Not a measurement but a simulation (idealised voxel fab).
The process module that follows is named voxel transistor to metal.
It is cross-section cut that appears here, measuring 215 nm in width, its square cells being 5 nm in size.
When this document writes out a cross-section, it uses a grid of square cells and lists it as bands, beginning at the top and moving down, with a band standing for one or more rows of cells. Top height, bottom height, nm. Materials left to right, width each, nm. Single material + "edge to edge" = fills band edge to edge. "empty" = empty. Heads up on the height convention: 0 is the point under which the incoming wafer is all one material, and the lowest band has no bottom, it just keeps going down, like "0 down". A width given as "30->40" starts at the first number in the band's top row and ends at the second number in its bottom row, shifting by an equal amount at every step from row to row. Where a step carries "stayed the same", the cross-section came out of it unchanged, cell for cell. The entry "Fully sealed voids" lists the empty spaces that cover at least 8 cells and have no open path to the top. Each is written as width x height at distance, where the distance is measured from the left edge and all three values are in nm. Where a step's line continues beyond its settings, the continuation is a remark by the simulator itself on that step. overlay nm: right-of-plan distance of the mask on a masked step; negative values mean left-of-plan. From here on the document is pairs. In a pair, the cross-section before one process step comes with the cross-section after it, and the latter goes no deeper than the lowest band that changed. What lies in between, the step and its settings, is written under the pair. A pair may be from a different run of this module on the same starting wafer than the pair above it, so it continues from that pair only where its entry headed "Prior to processing" says so.
Prior to processing:
45 to 40: 70 TiN | 5 empty | 65 TiN | 5 empty | 70 TiN
40 to 30: 65 SiO2 | 5 TiN | 5 empty | 5 TiN | 55 SiO2 | 5 TiN | 5 empty | 5 TiN | 65 SiO2
30 to 20: 65 SiO2 | 5 TiN | 5 empty | 5 TiN | 10 SiO2 | 5 SiN | 25 SiCN | 5 SiN | 10 SiO2 | 5 TiN | 5 empty | 5 TiN | 65 SiO2
20 to 5: 65 SiO2 | 5 TiN | 5 empty | 5 TiN | 10 SiO2 | 5 SiN | 25 polySi | 5 SiN | 10 SiO2 | 5 TiN | 5 empty | 5 TiN | 65 SiO2
5 to 0: 55 SiO2 | 5 SiN | 5 SiO2 | 15 TiN | 10 SiO2 | 5 SiN | 25 polySi | 5 SiN | 10 SiO2 | 15 TiN | 5 SiO2 | 5 SiN | 55 SiO2
0 to -5: 55 SiO2 | 5 SiN | 30 nSi | 35 SiO2 | 30 nSi | 5 SiN | 55 SiO2
-5 to -10: 65 SiO2 | 85 Si | 65 SiO2
-10 to -30: 60 SiO2 | 95 Si | 60 SiO2
-30 down: Si edge to edge
Fully sealed voids: none
Post-Process Section:
50 to 45: Ru edge to edge
45 to 40: 70 TiN | 5 Ru | 65 TiN | 5 Ru | 70 TiN
40 to 30: 65 SiO2 | 5 TiN | 5 Ru | 5 TiN | 55 SiO2 | 5 TiN | 5 Ru | 5 TiN | 65 SiO2
30 to 20: 65 SiO2 | 5 TiN | 5 Ru | 5 TiN | 10 SiO2 | 5 SiN | 25 SiCN | 5 SiN | 10 SiO2 | 5 TiN | 5 Ru | 5 TiN | 65 SiO2
20 to 5: 65 SiO2 | 5 TiN | 5 Ru | 5 TiN | 10 SiO2 | 5 SiN | 25 polySi | 5 SiN | 10 SiO2 | 5 TiN | 5 Ru | 5 TiN | 65 SiO2
Rest of section, below 5: as before.
Fully sealed voids: none
Can you say which step sits between the two cross-sections above? op FILL_DEP | material Ru | thk nm 5
Prior to processing: nothing new to draw here, it's the after view of the pair just above.
Post-Process Section:
40 to 30: 65 SiO2 | 5 TiN | 5 Ru | 5 TiN | 55 SiO2 | 5 TiN | 5 Ru | 5 TiN | 65 SiO2
Rest of section, below 30: as before.
Fully sealed voids: none
Can you say which step sits between the two cross-sections above? op CMP | height nm 40
Prior to processing: nothing new to draw here, it's the after view of the pair just above.
Post-Process Section:
45 to 40: TiN edge to edge
Rest of section, below 40: as before.
Fully sealed voids: none
Can you say which step sits between the two cross-sections above? op DIRECTIONAL_DEP | material TiN | thk nm 5
Prior to processing: nothing new to draw here, it's the after view of the pair just above.
Post-Process Section:
65 to 45: W edge to edge
Rest of section, below 45: as before.
Fully sealed voids: none
Can you say which step sits between the two cross-sections above? op DIRECTIONAL_DEP | material W | thk nm 20
Prior to processing: nothing new to draw here, it's the after view of the pair just above.
Post-Process Section:
65 to 45: 65 empty | 15 W | 55 empty | 15 W | 65 empty
Rest of section, below 45: as before.
Fully sealed voids: none
Can you say which step sits between the two cross-sections above? op MASKED_ETCH | tone cover | mask id METAL_1 | width nm 15 | pitch nm 70 | etch materials W | depth nm 20 | overlay nm 0
Prior to processing: nothing new to draw here, it's the after view of the pair just above.
Post-Process Section:
65 to 45: 65 empty | 15 W | 55 empty | 15 W | 65 empty
45 to 40: 65 empty | 15 TiN | 55 empty | 15 TiN | 65 empty
Rest of section, below 40: as before.
Fully sealed voids: none
Can you say which step sits between the two cross-sections above? op MASKED_ETCH | tone cover | mask id METAL_1 | width nm 15 | pitch nm 70 | etch materials TiN | depth nm 5 | overlay nm 0
Prior to processing: nothing new to draw here, it's the after view of the pair just above.
Post-Process Section:
70 to 65: SiO2 edge to edge
65 to 45: 65 SiO2 | 15 W | 55 SiO2 | 15 W | 65 SiO2
45 to 40: 65 SiO2 | 15 TiN | 55 SiO2 | 15 TiN | 65 SiO2
Rest of section, below 40: as before.
Fully sealed voids: none
Can you say which step sits between the two cross-sections above? op FILL_DEP | material SiO2 | thk nm 5
Prior to processing: nothing new to draw here, it's the after view of the pair just above.
Post-Process Section:
65 to 45: 65 SiO2 | 15 W | 55 SiO2 | 15 W | 65 SiO2
Rest of section, below 45: as before.
Fully sealed voids: none
Can you say which step sits between the two cross-sections above? op CMP | height nm 65
Prior to processing: nothing new to draw here, it's the after view of the pair just above.
Post-Process Section:
70 to 65: SiN edge to edge
Rest of section, below 65: as before.
Fully sealed voids: none
Can you say which step sits between the two cross-sections above? op CONFORMAL_DEP | material SiN | thk nm 5
Prior to processing:
40 to 20: 60 empty | 95 resist | 60 empty
20 to 5: 60 empty | 95 SiN | 60 empty
5 to 0: 60 empty | 95 SiO2 | 60 empty
0 to -30: 60 empty | 95 Si | 60 empty
-30 down: Si edge to edge
Fully sealed voids: none
Post-Process Section:
40 to 20: 60 empty | 95 resist | 60 empty
20 to 5: 60 empty | 95 SiN | 60 empty
5 to 0: 60 empty | 95 SiO2 | 60 empty
0 to -60: 60 empty | 95 Si | 60 empty
Rest of section, below -60: as before.
Fully sealed voids: none
Can you say which step sits between the two cross-sections above? op DIRECTIONAL_ETCH | etch materials Si | depth nm 30
Prior to processing: nothing new to draw here, it's the after view of the pair just above.
Post-Process Section:
20 to 5: 60 empty | 95 SiN | 60 empty
Rest of section, below 5: as before.
Fully sealed voids: none
Can you say which step sits between the two cross-sections above? op STRIP | etch materials resist
Prior to processing: nothing new to draw here, it's the after view of the pair just above.
Post-Process Section:
30 to 20: SiO2 edge to edge
20 to 5: 60 SiO2 | 95 SiN | 60 SiO2
5 to 0: SiO2 edge to edge
0 to -60: 60 SiO2 | 95 Si | 60 SiO2
Rest of section, below -60: as before.
Fully sealed voids: none
Can you say which step sits between the two cross-sections above? op FILL_DEP | material SiO2 | thk nm 10
Prior to processing: nothing new to draw here, it's the after view of the pair just above.
Post-Process Section:
20 to 5: 60 SiO2 | 95 SiN | 60 SiO2
Rest of section, below 5: as before.
Fully sealed voids: none
Can you say which step sits between the two cross-sections above? op CMP | height nm 20
Prior to processing: nothing new to draw here, it's the after view of the pair just above.
Post-Process Section:
20 to 10: 60 empty | 95 SiN | 60 empty
Rest of section, below 10: as before.
Fully sealed voids: none
Can you say which step sits between the two cross-sections above? op SELECTIVE_ETCH | etch materials SiO2 | depth nm 10
Prior to processing: nothing new to draw here, it's the after view of the pair just above.
Post-Process Section:
10 to 5: 60 SiO2 | 95 empty | 60 SiO2
Rest of section, below 5: as before.
Fully sealed voids: none
Can you say which step sits between the two cross-sections above? op STRIP | etch materials SiN
Prior to processing: nothing new to draw here, it's the after view of the pair just above.
Post-Process Section:
5 to 0: 55 SiO2 | 105 empty | 55 SiO2
Rest of section, below 0: as before.
Fully sealed voids: none
Can you say which step sits between the two cross-sections above? op SELECTIVE_ETCH | etch materials SiO2 | depth nm 5
Prior to processing: nothing new to draw here, it's the after view of the pair just above.
Post-Process Section:
5 to 0: 55 SiO2 | 105 empty | 55 SiO2
0 to -5: SiO2 edge to edge
Rest of section, below -5: as before.
Fully sealed voids: none
Can you say which step sits between the two cross-sections above? op OXIDIZE | depth nm 5
Prior to processing: nothing new to draw here, it's the after view of the pair just above.
Post-Process Section:
25 to 20: 55 polySi | 105 empty | 55 polySi
20 to 5: polySi edge to edge
5 to 0: 55 SiO2 | 105 polySi | 55 SiO2
Rest of section, below 0: as before.
Fully sealed voids: none
Can you say which step sits between the two cross-sections above? op DIRECTIONAL_DEP | material polySi | thk nm 20
Prior to processing: nothing new to draw here, it's the after view of the pair just above.
Post-Process Section:
35 to 30: 55 SiCN | 105 empty | 55 SiCN
30 to 25: SiCN edge to edge
25 to 20: 55 polySi | 105 SiCN | 55 polySi
Rest of section, below 20: as before.
Fully sealed voids: none
Can you say which step sits between the two cross-sections above? op DIRECTIONAL_DEP | material SiCN | thk nm 10
Prior to processing: nothing new to draw here, it's the after view of the pair just above.
Post-Process Section:
50 to 45: 55 aC | 105 empty | 55 aC
45 to 35: aC edge to edge
35 to 30: 55 SiCN | 105 aC | 55 SiCN
Rest of section, below 30: as before.
Fully sealed voids: none
Can you say which step sits between the two cross-sections above? op DIRECTIONAL_DEP | material aC | thk nm 15
Prior to processing: nothing new to draw here, it's the after view of the pair just above.
Post-Process Section:
85 to 50: 95 empty | 25 resist | 95 empty
50 to 45: 55 aC | 40 empty | 25 resist | 40 empty | 55 aC
Rest of section, below 45: as before.
Fully sealed voids: none
Can you say which step sits between the two cross-sections above? op PATTERN | tone cover | mask id GATE | material resist | width nm 25 | thk nm 35 | overlay nm 0
Prior to processing: nothing new to draw here, it's the after view of the pair just above.
Post-Process Section:
70 to 45: 95 empty | 25 resist | 95 empty
45 to 35: 95 empty | 25 aC | 95 empty
35 to 30: 55 SiCN | 40 empty | 25 aC | 40 empty | 55 SiCN
Rest of section, below 30: as before.
Fully sealed voids: none
Can you say which step sits between the two cross-sections above? op DIRECTIONAL_ETCH | etch materials aC | depth nm 15
Prior to processing: nothing new to draw here, it's the after view of the pair just above.
Post-Process Section:
45 to 35: 95 empty | 25 aC | 95 empty
Rest of section, below 35: as before.
Fully sealed voids: none
Can you say which step sits between the two cross-sections above? op STRIP | etch materials resist
Prior to processing: nothing new to draw here, it's the after view of the pair just above.
Post-Process Section:
45 to 30: 95 empty | 25 aC | 95 empty
30 to 25: 95 empty | 25 SiCN | 95 empty
25 to 20: 55 polySi | 40 empty | 25 SiCN | 40 empty | 55 polySi
Rest of section, below 20: as before.
Fully sealed voids: none
Can you say which step sits between the two cross-sections above? op DIRECTIONAL_ETCH | etch materials SiCN | depth nm 20
Prior to processing: nothing new to draw here, it's the after view of the pair just above.
Post-Process Section:
45 to 30: 95 empty | 25 aC | 95 empty
30 to 20: 95 empty | 25 SiCN | 95 empty
20 to 5: 95 empty | 25 polySi | 95 empty
5 to 0: 55 SiO2 | 40 empty | 25 polySi | 40 empty | 55 SiO2
Rest of section, below 0: as before.
Fully sealed voids: none
Can you say which step sits between the two cross-sections above? op DIRECTIONAL_ETCH | etch materials polySi | depth nm 30
Prior to processing: nothing new to draw here, it's the after view of the pair just above.
Post-Process Section:
30 to 20: 95 empty | 25 SiCN | 95 empty
Rest of section, below 20: as before.
Fully sealed voids: none
Can you say which step sits between the two cross-sections above? op STRIP | etch materials aC
Prior to processing: nothing new to draw here, it's the after view of the pair just above.
Post-Process Section:
35 to 30: 90 empty | 35 SiN | 90 empty
30 to 20: 90 empty | 5 SiN | 25 SiCN | 5 SiN | 90 empty
20 to 10: 90 empty | 5 SiN | 25 polySi | 5 SiN | 90 empty
10 to 5: 60 SiN | 30 empty | 5 SiN | 25 polySi | 5 SiN | 30 empty | 60 SiN
5 to 0: 55 SiO2 | 40 SiN | 25 polySi | 40 SiN | 55 SiO2
Rest of section, below 0: as before.
Fully sealed voids: none
Can you say which step sits between the two cross-sections above? op CONFORMAL_DEP | material SiN | thk nm 5
Prior to processing: nothing new to draw here, it's the after view of the pair just above.
Post-Process Section:
30 to 20: 90 empty | 5 SiN | 25 SiCN | 5 SiN | 90 empty
20 to 5: 90 empty | 5 SiN | 25 polySi | 5 SiN | 90 empty
5 to 0: 55 SiO2 | 5 SiN | 30 empty | 5 SiN | 25 polySi | 5 SiN | 30 empty | 5 SiN | 55 SiO2
Rest of section, below 0: as before.
Fully sealed voids: none
Can you say which step sits between the two cross-sections above? op DIRECTIONAL_ETCH | etch materials SiN | depth nm 5
Prior to processing: nothing new to draw here, it's the after view of the pair just above.
Post-Process Section:
30 to 20: 90 empty | 5 SiN | 25 SiCN | 5 SiN | 90 empty
20 to 5: 90 empty | 5 SiN | 25 polySi | 5 SiN | 90 empty
5 to 0: 55 empty | 5 SiN | 30 empty | 5 SiN | 25 polySi | 5 SiN | 30 empty | 5 SiN | 55 empty
0 to -5: 60 SiO2 | 30 empty | 35 SiO2 | 30 empty | 60 SiO2
Rest of section, below -5: as before.
Fully sealed voids: none
Can you say which step sits between the two cross-sections above? op DIRECTIONAL_ETCH | etch materials SiO2 | depth nm 5
Prior to processing: nothing new to draw here, it's the after view of the pair just above.
Post-Process Section:
30 to 20: 90 empty | 5 SiN | 25 SiCN | 5 SiN | 90 empty
20 to 5: 90 empty | 5 SiN | 25 polySi | 5 SiN | 90 empty
5 to 0: 55 empty | 5 SiN | 30 empty | 5 SiN | 25 polySi | 5 SiN | 30 empty | 5 SiN | 55 empty
0 to -5: 60 SiO2 | 30 nSi | 35 SiO2 | 30 nSi | 60 SiO2
Rest of section, below -5: as before.
Fully sealed voids: none
Can you say which step sits between the two cross-sections above? op EPI | material nSi | thk nm 5
Prior to processing: nothing new to draw here, it's the after view of the pair just above.
Post-Process Section:
40 to 30: SiO2 edge to edge
30 to 20: 90 SiO2 | 5 SiN | 25 SiCN | 5 SiN | 90 SiO2
20 to 5: 90 SiO2 | 5 SiN | 25 polySi | 5 SiN | 90 SiO2
5 to 0: 55 SiO2 | 5 SiN | 30 SiO2 | 5 SiN | 25 polySi | 5 SiN | 30 SiO2 | 5 SiN | 55 SiO2
Rest of section, below 0: as before.
Fully sealed voids: none
Can you say which step sits between the two cross-sections above? op FILL_DEP | material SiO2 | thk nm 10
Prior to processing: nothing new to draw here, it's the after view of the pair just above.
Post-Process Section:
30 to 20: 90 SiO2 | 5 SiN | 25 SiCN | 5 SiN | 90 SiO2
Rest of section, below 20: as before.
Fully sealed voids: none
Can you say which step sits between the two cross-sections above? op CMP | height nm 30
Prior to processing: nothing new to draw here, it's the after view of the pair just above.
Post-Process Section:
40 to 30: SiO2 edge to edge
Rest of section, below 30: as before.
Fully sealed voids: none
Can you say which step sits between the two cross-sections above? op DIRECTIONAL_DEP | material SiO2 | thk nm 10
Prior to processing: nothing new to draw here, it's the after view of the pair just above.
Post-Process Section:
40 to 30: 65 SiO2 | 15 empty | 55 SiO2 | 15 empty | 65 SiO2
30 to 20: 65 SiO2 | 15 empty | 10 SiO2 | 5 SiN | 25 SiCN | 5 SiN | 10 SiO2 | 15 empty | 65 SiO2
20 to 5: 65 SiO2 | 15 empty | 10 SiO2 | 5 SiN | 25 polySi | 5 SiN | 10 SiO2 | 15 empty | 65 SiO2
5 to 0: 55 SiO2 | 5 SiN | 5 SiO2 | 15 empty | 10 SiO2 | 5 SiN | 25 polySi | 5 SiN | 10 SiO2 | 15 empty | 5 SiO2 | 5 SiN | 55 SiO2
Rest of section, below 0: as before.
Fully sealed voids: none
Can you say which step sits between the two cross-sections above? op MASKED_ETCH | tone open | mask id CONTACT | width nm 15 | pitch nm 70 | etch materials SiO2 | depth nm 40 | overlay nm 0
Prior to processing: nothing new to draw here, it's the after view of the pair just above.
Post-Process Section:
45 to 40: 70 TiN | 5 empty | 65 TiN | 5 empty | 70 TiN
40 to 30: 65 SiO2 | 5 TiN | 5 empty | 5 TiN | 55 SiO2 | 5 TiN | 5 empty | 5 TiN | 65 SiO2
30 to 20: 65 SiO2 | 5 TiN | 5 empty | 5 TiN | 10 SiO2 | 5 SiN | 25 SiCN | 5 SiN | 10 SiO2 | 5 TiN | 5 empty | 5 TiN | 65 SiO2
20 to 5: 65 SiO2 | 5 TiN | 5 empty | 5 TiN | 10 SiO2 | 5 SiN | 25 polySi | 5 SiN | 10 SiO2 | 5 TiN | 5 empty | 5 TiN | 65 SiO2
5 to 0: 55 SiO2 | 5 SiN | 5 SiO2 | 15 TiN | 10 SiO2 | 5 SiN | 25 polySi | 5 SiN | 10 SiO2 | 15 TiN | 5 SiO2 | 5 SiN | 55 SiO2
Rest of section, below 0: as before.
Fully sealed voids: none
Can you say which step sits between the two cross-sections above? op CONFORMAL_DEP | material TiN | thk nm 5
Prior to processing: nothing new to draw here, it's the after view of the pair just above.
Post-Process Section:
50 to 45: Ru edge to edge
45 to 40: 70 TiN | 5 Ru | 65 TiN | 5 Ru | 70 TiN
40 to 30: 65 SiO2 | 5 TiN | 5 Ru | 5 TiN | 55 SiO2 | 5 TiN | 5 Ru | 5 TiN | 65 SiO2
30 to 20: 65 SiO2 | 5 TiN | 5 Ru | 5 TiN | 10 SiO2 | 5 SiN | 25 SiCN | 5 SiN | 10 SiO2 | 5 TiN | 5 Ru | 5 TiN | 65 SiO2
20 to 5: 65 SiO2 | 5 TiN | 5 Ru | 5 TiN | 10 SiO2 | 5 SiN | 25 polySi | 5 SiN | 10 SiO2 | 5 TiN | 5 Ru | 5 TiN | 65 SiO2
Rest of section, below 5: as before.
Fully sealed voids: none
Can you say which step sits between the two cross-sections above? op FILL_DEP | material Ru | thk nm 5
Prior to processing: nothing new to draw here, it's the after view of the pair just above.
Post-Process Section:
40 to 30: 65 SiO2 | 5 TiN | 5 Ru | 5 TiN | 55 SiO2 | 5 TiN | 5 Ru | 5 TiN | 65 SiO2
Rest of section, below 30: as before.
Fully sealed voids: none
Can you say which step sits between the two cross-sections above? op CMP | height nm 40
Prior to processing: nothing new to draw here, it's the after view of the pair just above.
Post-Process Section:
45 to 40: TiN edge to edge
Rest of section, below 40: as before.
Fully sealed voids: none
Can you say which step sits between the two cross-sections above? op DIRECTIONAL_DEP | material TiN | thk nm 5
Prior to processing: nothing new to draw here, it's the after view of the pair just above.
Post-Process Section:
65 to 45: W edge to edge
Rest of section, below 45: as before.
Fully sealed voids: none
Can you say which step sits between the two cross-sections above? op DIRECTIONAL_DEP | material W | thk nm 20
Prior to processing: nothing new to draw here, it's the after view of the pair just above.
Post-Process Section:
65 to 45: 65 empty | 15 W | 55 empty | 15 W | 65 empty
Rest of section, below 45: as before.
Fully sealed voids: none
Can you say which step sits between the two cross-sections above? op MASKED_ETCH | tone cover | mask id METAL_1 | width nm 15 | pitch nm 70 | etch materials W | depth nm 20 | overlay nm 0
Prior to processing: nothing new to draw here, it's the after view of the pair just above.
Post-Process Section:
65 to 45: 65 empty | 15 W | 55 empty | 15 W | 65 empty
45 to 40: 65 empty | 15 TiN | 55 empty | 15 TiN | 65 empty
Rest of section, below 40: as before.
Fully sealed voids: none
Can you say which step sits between the two cross-sections above? op MASKED_ETCH | tone cover | mask id METAL_1 | width nm 15 | pitch nm 70 | etch materials TiN | depth nm 5 | overlay nm 0
Prior to processing: nothing new to draw here, it's the after view of the pair just above.
Post-Process Section:
70 to 65: SiO2 edge to edge
65 to 45: 65 SiO2 | 15 W | 55 SiO2 | 15 W | 65 SiO2
45 to 40: 65 SiO2 | 15 TiN | 55 SiO2 | 15 TiN | 65 SiO2
Rest of section, below 40: as before.
Fully sealed voids: none
Can you say which step sits between the two cross-sections above? op FILL_DEP | material SiO2 | thk nm 5
Prior to processing: nothing new to draw here, it's the after view of the pair just above.
Post-Process Section:
65 to 45: 65 SiO2 | 15 W | 55 SiO2 | 15 W | 65 SiO2
Rest of section, below 45: as before.
Fully sealed voids: none
Can you say which step sits between the two cross-sections above? op CMP | height nm 65
Prior to processing: nothing new to draw here, it's the after view of the pair just above.
Post-Process Section:
70 to 65: SiN edge to edge
Rest of section, below 65: as before.
Fully sealed voids: none
Can you say which step sits between the two cross-sections above? op CONFORMAL_DEP | material SiN | thk nm 5
Prior to processing:
20 to 5: 60 SiO2 | 95 SiN | 60 SiO2
5 to 0: SiO2 edge to edge
0 to -30: 60 SiO2 | 95 Si | 60 SiO2
-30 down: Si edge to edge
Fully sealed voids: none
Post-Process Section:
20 to 5: 60 SiO2 | 95 empty | 60 SiO2
Rest of section, below 5: as before.
Fully sealed voids: none
Can you say which step sits between the two cross-sections above? op STRIP | etch materials SiN
Prior to processing: nothing new to draw here, it's the after view of the pair just above.
Post-Process Section:
10 to 0: 50 SiO2 | 115 empty | 50 SiO2
0 to -5: 50 SiO2 | 10 empty | 95 Si | 10 empty | 50 SiO2
Rest of section, below -5: as before.
Fully sealed voids: none
Can you say which step sits between the two cross-sections above? op SELECTIVE_ETCH | etch materials SiO2 | depth nm 10
Prior to processing: nothing new to draw here, it's the after view of the pair just above.
Post-Process Section:
5 to 0: 45 SiO2 | 125 empty | 45 SiO2
0 to -10: 45 SiO2 | 15 empty | 95 Si | 15 empty | 45 SiO2
Rest of section, below -10: as before.
Fully sealed voids: none
Can you say which step sits between the two cross-sections above? op SELECTIVE_ETCH | etch materials SiO2 | depth nm 5
Prior to processing: nothing new to draw here, it's the after view of the pair just above.
Post-Process Section:
5 to 0: 45 SiO2 | 125 empty | 45 SiO2
0 to -5: 45 SiO2 | 15 empty | 95 SiO2 | 15 empty | 45 SiO2
-5 to -10: 45 SiO2 | 15 empty | 5 SiO2 | 85 Si | 5 SiO2 | 15 empty | 45 SiO2
-10 to -15: 65 SiO2 | 85 Si | 65 SiO2
Rest of section, below -15: as before.
Fully sealed voids: none
Can you say which step sits between the two cross-sections above? op OXIDIZE | depth nm 5
Prior to processing: nothing new to draw here, it's the after view of the pair just above.
Post-Process Section:
25 to 20: 45 polySi | 125 empty | 45 polySi
20 to 10: 45 polySi | 15 empty | 95 polySi | 15 empty | 45 polySi
10 to 5: polySi edge to edge
5 to 0: 45 SiO2 | 125 polySi | 45 SiO2
0 to -5: 45 SiO2 | 15 polySi | 95 SiO2 | 15 polySi | 45 SiO2
-5 to -10: 45 SiO2 | 15 polySi | 5 SiO2 | 85 Si | 5 SiO2 | 15 polySi | 45 SiO2
Rest of section, below -10: as before.
Fully sealed voids: none
Can you say which step sits between the two cross-sections above? op DIRECTIONAL_DEP | material polySi | thk nm 20
Prior to processing: nothing new to draw here, it's the after view of the pair just above.
Post-Process Section:
35 to 30: 45 SiCN | 125 empty | 45 SiCN
30 to 25: 45 SiCN | 15 empty | 95 SiCN | 15 empty | 45 SiCN
25 to 20: 45 polySi | 15 empty | 95 SiCN | 15 empty | 45 polySi
20 to 10: 45 polySi | 15 SiCN | 95 polySi | 15 SiCN | 45 polySi
Rest of section, below 10: as before.
Fully sealed voids: none
Can you say which step sits between the two cross-sections above? op DIRECTIONAL_DEP | material SiCN | thk nm 10
Prior to processing: nothing new to draw here, it's the after view of the pair just above.
Post-Process Section:
50 to 45: 45 aC | 125 empty | 45 aC
45 to 35: 45 aC | 15 empty | 95 aC | 15 empty | 45 aC
35 to 30: 45 SiCN | 125 aC | 45 SiCN
30 to 25: 45 SiCN | 15 aC | 95 SiCN | 15 aC | 45 SiCN
25 to 20: 45 polySi | 15 aC | 95 SiCN | 15 aC | 45 polySi
Rest of section, below 20: as before.
Fully sealed voids: none
Can you say which step sits between the two cross-sections above? op DIRECTIONAL_DEP | material aC | thk nm 15
Prior to processing: nothing new to draw here, it's the after view of the pair just above.
Post-Process Section:
85 to 50: 95 empty | 25 resist | 95 empty
50 to 45: 45 aC | 50 empty | 25 resist | 50 empty | 45 aC
Rest of section, below 45: as before.
Fully sealed voids: none
Can you say which step sits between the two cross-sections above? op PATTERN | tone cover | mask id GATE | material resist | width nm 25 | thk nm 35 | overlay nm 0
Prior to processing: nothing new to draw here, it's the after view of the pair just above.
Post-Process Section:
70 to 45: 95 empty | 25 resist | 95 empty
45 to 35: 95 empty | 25 aC | 95 empty
35 to 30: 45 SiCN | 50 empty | 25 aC | 50 empty | 45 SiCN
30 to 25: 45 SiCN | 15 empty | 95 SiCN | 15 empty | 45 SiCN
25 to 20: 45 polySi | 15 empty | 95 SiCN | 15 empty | 45 polySi
Rest of section, below 20: as before.
Fully sealed voids: none
Can you say which step sits between the two cross-sections above? op DIRECTIONAL_ETCH | etch materials aC | depth nm 15
Prior to processing: nothing new to draw here, it's the after view of the pair just above.
Post-Process Section:
45 to 35: 95 empty | 25 aC | 95 empty
Rest of section, below 35: as before.
Fully sealed voids: none
Can you say which step sits between the two cross-sections above? op STRIP | etch materials resist
Prior to processing: nothing new to draw here, it's the after view of the pair just above.
Post-Process Section:
45 to 30: 95 empty | 25 aC | 95 empty
30 to 25: 95 empty | 25 SiCN | 95 empty
25 to 20: 45 polySi | 50 empty | 25 SiCN | 50 empty | 45 polySi
20 to 10: 45 polySi | 15 empty | 95 polySi | 15 empty | 45 polySi
Rest of section, below 10: as before.
Fully sealed voids: none
Can you say which step sits between the two cross-sections above? op DIRECTIONAL_ETCH | etch materials SiCN | depth nm 20
Prior to processing: nothing new to draw here, it's the after view of the pair just above.
Post-Process Section:
45 to 30: 95 empty | 25 aC | 95 empty
30 to 20: 95 empty | 25 SiCN | 95 empty
20 to 5: 95 empty | 25 polySi | 95 empty
5 to 0: 45 SiO2 | 50 empty | 25 polySi | 50 empty | 45 SiO2
0 to -5: 45 SiO2 | 15 empty | 95 SiO2 | 15 empty | 45 SiO2
-5 to -10: 45 SiO2 | 15 empty | 5 SiO2 | 85 Si | 5 SiO2 | 15 empty | 45 SiO2
Rest of section, below -10: as before.
Fully sealed voids: none
Can you say which step sits between the two cross-sections above? op DIRECTIONAL_ETCH | etch materials polySi | depth nm 30
Prior to processing: nothing new to draw here, it's the after view of the pair just above.
Post-Process Section:
30 to 20: 95 empty | 25 SiCN | 95 empty
Rest of section, below 20: as before.
Fully sealed voids: none
Can you say which step sits between the two cross-sections above? op STRIP | etch materials aC
Prior to processing: nothing new to draw here, it's the after view of the pair just above.
Post-Process Section:
35 to 30: 90 empty | 35 SiN | 90 empty
30 to 20: 90 empty | 5 SiN | 25 SiCN | 5 SiN | 90 empty
20 to 10: 90 empty | 5 SiN | 25 polySi | 5 SiN | 90 empty
10 to 5: 50 SiN | 40 empty | 5 SiN | 25 polySi | 5 SiN | 40 empty | 50 SiN
5 to 0: 45 SiO2 | 5 SiN | 5 empty | 40 SiN | 25 polySi | 40 SiN | 5 empty | 5 SiN | 45 SiO2
0 to -5: 45 SiO2 | 5 SiN | 5 empty | 5 SiN | 95 SiO2 | 5 SiN | 5 empty | 5 SiN | 45 SiO2
-5 to -10: 45 SiO2 | 15 SiN | 5 SiO2 | 85 Si | 5 SiO2 | 15 SiN | 45 SiO2
Rest of section, below -10: as before.
Fully sealed voids: none
Can you say which step sits between the two cross-sections above? op CONFORMAL_DEP | material SiN | thk nm 5
Prior to processing: nothing new to draw here, it's the after view of the pair just above.
Post-Process Section:
30 to 20: 90 empty | 5 SiN | 25 SiCN | 5 SiN | 90 empty
20 to 5: 90 empty | 5 SiN | 25 polySi | 5 SiN | 90 empty
5 to 0: 45 SiO2 | 5 SiN | 40 empty | 5 SiN | 25 polySi | 5 SiN | 40 empty | 5 SiN | 45 SiO2
0 to -5: 45 SiO2 | 5 SiN | 5 empty | 5 SiN | 95 SiO2 | 5 SiN | 5 empty | 5 SiN | 45 SiO2
-5 to -10: 45 SiO2 | 5 SiN | 5 empty | 5 SiN | 5 SiO2 | 85 Si | 5 SiO2 | 5 SiN | 5 empty | 5 SiN | 45 SiO2
Rest of section, below -10: as before.
Fully sealed voids: none
Can you say which step sits between the two cross-sections above? op DIRECTIONAL_ETCH | etch materials SiN | depth nm 5
Prior to processing: nothing new to draw here, it's the after view of the pair just above.
Post-Process Section:
30 to 20: 90 empty | 5 SiN | 25 SiCN | 5 SiN | 90 empty
20 to 5: 90 empty | 5 SiN | 25 polySi | 5 SiN | 90 empty
5 to 0: 45 empty | 5 SiN | 40 empty | 5 SiN | 25 polySi | 5 SiN | 40 empty | 5 SiN | 45 empty
0 to -5: 45 SiO2 | 5 SiN | 5 empty | 5 SiN | 30 empty | 35 SiO2 | 30 empty | 5 SiN | 5 empty | 5 SiN | 45 SiO2
-5 to -10: 45 SiO2 | 5 SiN | 5 empty | 5 SiN | 5 SiO2 | 85 Si | 5 SiO2 | 5 SiN | 5 empty | 5 SiN | 45 SiO2
-10 to -15: 50 SiO2 | 5 empty | 10 SiO2 | 85 Si | 10 SiO2 | 5 empty | 50 SiO2
Rest of section, below -15: as before.
Fully sealed voids: none
Can you say which step sits between the two cross-sections above? op DIRECTIONAL_ETCH | etch materials SiO2 | depth nm 5
Prior to processing: nothing new to draw here, it's the after view of the pair just above.
Post-Process Section:
30 to 20: 90 empty | 5 SiN | 25 SiCN | 5 SiN | 90 empty
20 to 5: 90 empty | 5 SiN | 25 polySi | 5 SiN | 90 empty
5 to 0: 45 empty | 5 SiN | 40 empty | 5 SiN | 25 polySi | 5 SiN | 40 empty | 5 SiN | 45 empty
0 to -5: 45 SiO2 | 5 SiN | 5 empty | 5 SiN | 30 nSi | 35 SiO2 | 30 nSi | 5 SiN | 5 empty | 5 SiN | 45 SiO2
Rest of section, below -5: as before.
Fully sealed voids: none
Can you say which step sits between the two cross-sections above? op EPI | material nSi | thk nm 5
